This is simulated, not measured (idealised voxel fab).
process module | voxel tone inversion
cross-section cut | 265 nm wide | cells 5 nm
A cross-section is a grid of square cells, given in bands from the top down. A band is one or more rows of cells.
Each band's line starts with the height of the band's top and of its bottom, in nm. Then come its materials from left to right, each with its width in nm. One material with "throughout" fills the band from edge to edge. "air" is empty space.
Height 0 is the level under which the wafer as received is all one material. The lowest band goes on downwards, as in "0 down".
A width such as "30 to 40" changes by the same amount from each row of cells to the next, from the band's top row to its bottom row.
"no change" after a step means that no cell of the cross-section changed.
closed voids: empty space of 8 cells or more with no open way to the top, each as width x height at its distance from the left edge, in nm
after a step's settings: what the simulator itself notes on the step
overlay nm, on a step with a mask: how far to the right of its planned place the mask lay; to the left if negative
plan
1 op RECEIVE | material Si
2 op CONFORMAL_DEP | material SiCN | thk nm 10
3 op DIRECTIONAL_DEP | material polySi | thk nm 25
4 op PATTERN | tone cover | mask id POSTS | material resist | width nm 25 | pitch nm 40 | thk nm 35 | overlay nm 0
5 op DIRECTIONAL_ETCH | etch materials polySi | depth nm 25
6 op STRIP | etch materials resist
7 op FILL_DEP | material SiO2 | thk nm 10
8 op CMP | height nm 35
9 op STRIP | etch materials polySi
as received, after step 1
  0 down: Si throughout
  closed voids: none
a wafer at the end: this start, this plan, one mistake
  35 to 25: SiCN throughout
  25 to 0: polySi throughout
  0 down: Si throughout
  closed voids: none
what went wrong: steps 2 and 3 were swapped
